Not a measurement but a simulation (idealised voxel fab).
The process module that follows is named voxel wiring stack.
For reference, the cross-section in this document is cut, with width 160 nm and square cells of 5 nm.
Think of the cross-section as a grid of square cells. We describe it in bands, top to bottom, and each band covers one or more rows of those cells.
Per band: top height and bottom height in nm, followed by the left-to-right materials and their widths in nm; "throughout" marks a single material spanning edge to edge, "empty" marks empty space.
The level at which height equals 0 is the one under which the wafer, as it arrives, is entirely one material. No lower edge exists for the bottom band, which continues downward and is notated as in "0 and below".
Width: "30->40" (first number = top row, second number = bottom row, same change from row to row of cells).
A step reported as "all unchanged" is a step in which no cell of the cross-section changed.
Reported under the label "Encapsulated voids" are the empty spaces having no open way to the top and comprising 8 cells or more; the notation for each is width x height at distance, in which the distance is measured from the left edge and all three values are in nm.
Past the settings on a step's line: simulator remark, on that step.
overlay nm: where the mask lay relative to plan, measured to the right, on steps with a mask; negatives go left.

## These are the steps we planned for the process
step 1: op RECEIVE | material Si
step 2: op CONFORMAL_DEP | material SiO2 | thk nm 10
step 3: op DIRECTIONAL_DEP | material TiN | thk nm 5
step 4: op DIRECTIONAL_DEP | material Ru | thk nm 25
step 5: op MASKED_ETCH | tone cover | mask id METAL_1 | width nm 25 | pitch nm 50 | etch materials Ru | depth nm 25 | overlay nm 0
step 6: op MASKED_ETCH | tone cover | mask id METAL_1 | width nm 25 | pitch nm 50 | etch materials TiN | depth nm 5 | overlay nm 0
step 7: op CONFORMAL_DEP | material SiN | thk nm 5
step 8: op FILL_DEP | material lowk | thk nm 5
step 9: op CMP | height nm 40
step 10: op CONFORMAL_DEP | material SiCN | thk nm 5
step 11: op DIRECTIONAL_DEP | material SiO2 | thk nm 35
step 12: op DIRECTIONAL_DEP | material aC | thk nm 10
step 13: op PATTERN | tone open | mask id METAL_2_HOLES | material resist | width nm 15 | pitch nm 100 | thk nm 30 | overlay nm 0
step 14: op DIRECTIONAL_ETCH | etch materials aC | depth nm 10
step 15: op STRIP | etch materials resist
step 16: op DIRECTIONAL_ETCH | etch materials SiO2 | depth nm 35
step 17: op STRIP | etch materials aC
step 18: op PATTERN | tone open | mask id METAL_2 | material resist | width nm 25 | pitch nm 50 | thk nm 15 | overlay nm 0
step 19: op DIRECTIONAL_ETCH | etch materials SiO2 | depth nm 20
step 20: op DIRECTIONAL_ETCH | etch materials SiCN | depth nm 5
step 21: op STRIP | etch materials resist
step 22: op CONFORMAL_DEP | material TiN | thk nm 5
step 23: op FILL_DEP | material Cu | thk nm 10
step 24: op CMP | height nm 80
step 25: op CONFORMAL_DEP | material SiCN | thk nm 5
step 26: op DIRECTIONAL_DEP | material SiO2 | thk nm 30
step 27: op MASKED_ETCH | tone open | mask id METAL_3 | width nm 25 | pitch nm 50 | etch materials SiO2 | depth nm 15 | overlay nm 0
step 28: op DIRECTIONAL_DEP | material aC | thk nm 10
step 29: op PATTERN | tone open | mask id METAL_3_HOLES | material resist | width nm 15 | pitch nm 100 | thk nm 30 | overlay nm 0
step 30: op DIRECTIONAL_ETCH | etch materials aC | depth nm 10
step 31: op STRIP | etch materials resist
step 32: op DIRECTIONAL_ETCH | etch materials SiO2 | depth nm 15
step 33: op DIRECTIONAL_ETCH | etch materials SiCN | depth nm 5
step 34: op STRIP | etch materials aC
step 35: op CONFORMAL_DEP | material TiN | thk nm 5
step 36: op FILL_DEP | material Ru | thk nm 5
step 37: op CMP | height nm 115
step 38: op CONFORMAL_DEP | material SiCN | thk nm 5
step 39: op DIRECTIONAL_DEP | material lowk | thk nm 25
step 40: op DIRECTIONAL_DEP | material aC | thk nm 15
step 41: op PATTERN | tone open | mask id METAL_4_HOLES | material resist | width nm 15 | pitch nm 100 | thk nm 30 | overlay nm 0
step 42: op DIRECTIONAL_ETCH | etch materials aC | depth nm 15
step 43: op STRIP | etch materials resist
step 44: op DIRECTIONAL_ETCH | etch materials lowk | depth nm 25
step 45: op STRIP | etch materials aC
step 46: op DIRECTIONAL_DEP | material aC | thk nm 15
step 47: op PATTERN | tone open | mask id METAL_4 | material resist | width nm 25 | pitch nm 50 | thk nm 30 | overlay nm 0
step 48: op DIRECTIONAL_ETCH | etch materials aC | depth nm 15
step 49: op STRIP | etch materials resist
step 50: op DIRECTIONAL_ETCH | etch materials lowk | depth nm 15
step 51: op DIRECTIONAL_ETCH | etch materials SiCN | depth nm 5
step 52: op STRIP | etch materials aC
step 53: op CONFORMAL_DEP | material TiN | thk nm 5
step 54: op FILL_DEP | material Ru | thk nm 10
step 55: op CMP | height nm 145
step 56: op CONFORMAL_DEP | material SiN | thk nm 5

## Cross-section: wafer on arrival = after step 1
* 0 and below: Si throughout
* Encapsulated voids: none

## Cross-section at module end, one run error; start and plan unchanged from above
* 150 down to 145: SiN throughout
* 145 down to 135: lowk 15, then TiN 5, then Ru 15, then TiN 5, then lowk 25, then TiN 5, then Ru 15, then TiN 5, then lowk 25, then TiN 5, then Ru 15, then TiN 5, then lowk 20
* 135 down to 130: lowk 15, then TiN 5, then Ru 5, then TiN 15, then lowk 25, then TiN 25, then lowk 25, then TiN 5, then Ru 5, then TiN 15, then lowk 20
* 130 down to 120: lowk 15, then TiN 5, then Ru 5, then TiN 5, then lowk 85, then TiN 5, then Ru 5, then TiN 5, then lowk 30
* 120 down to 115: SiCN 15, then TiN 15, then SiCN 85, then TiN 15, then SiCN 30
* 115 down to 105: SiO2 15, then TiN 5, then Ru 15, then TiN 5, then SiO2 25, then TiN 5, then Ru 15, then TiN 5, then SiO2 25, then TiN 5, then Ru 15, then TiN 5, then SiO2 20
* 105 down to 100: SiO2 15, then TiN 5, then Ru 5, then TiN 15, then SiO2 25, then TiN 25, then SiO2 25, then TiN 5, then Ru 5, then TiN 15, then SiO2 20
* 100 down to 85: SiO2 15, then TiN 5, then Ru 5, then TiN 5, then SiO2 85, then TiN 5, then Ru 5, then TiN 5, then SiO2 30
* 85 down to 80: SiCN 15, then TiN 15, then SiCN 85, then TiN 15, then SiCN 30
* 80 down to 65: Cu 25, then TiN 5, then SiO2 10, then TiN 5, then Cu 15, then TiN 5, then SiO2 25, then TiN 5, then Cu 30, then TiN 5, then SiO2 10, then TiN 5, then Cu 15
* 65 down to 60: TiN 20, then Cu 5, then TiN 5, then SiO2 10, then TiN 25, then SiO2 25, then TiN 30, then Cu 5, then TiN 5, then SiO2 10, then TiN 20
* 60 down to 50: SiO2 15, then TiN 5, then Cu 5, then TiN 5, then SiO2 85, then TiN 5, then Cu 5, then TiN 5, then SiO2 30
* 50 down to 45: SiO2 15, then TiN 15, then SiO2 85, then TiN 15, then SiO2 30
* 45 down to 40: SiCN throughout
* 40 down to 15: lowk 10, then SiN 5, then Ru 25, then SiN 5, then lowk 15, then SiN 5, then Ru 25, then SiN 5, then lowk 15, then SiN 5, then Ru 25, then SiN 5, then lowk 15
* 15 down to 10: SiN 15, then TiN 25, then SiN 25, then TiN 25, then SiN 25, then TiN 25, then SiN 20
* 10 down to 0: SiO2 throughout
* 0 and below: Si throughout
* Encapsulated voids: none
It is concluded that the wafer was processed incorrectly with respect to the plan, in that step 18 off recipe, ran as op PATTERN | tone cover | mask id METAL_2 | material resist | width nm 25 | pitch nm 50 | thk nm 15 | overlay nm 0
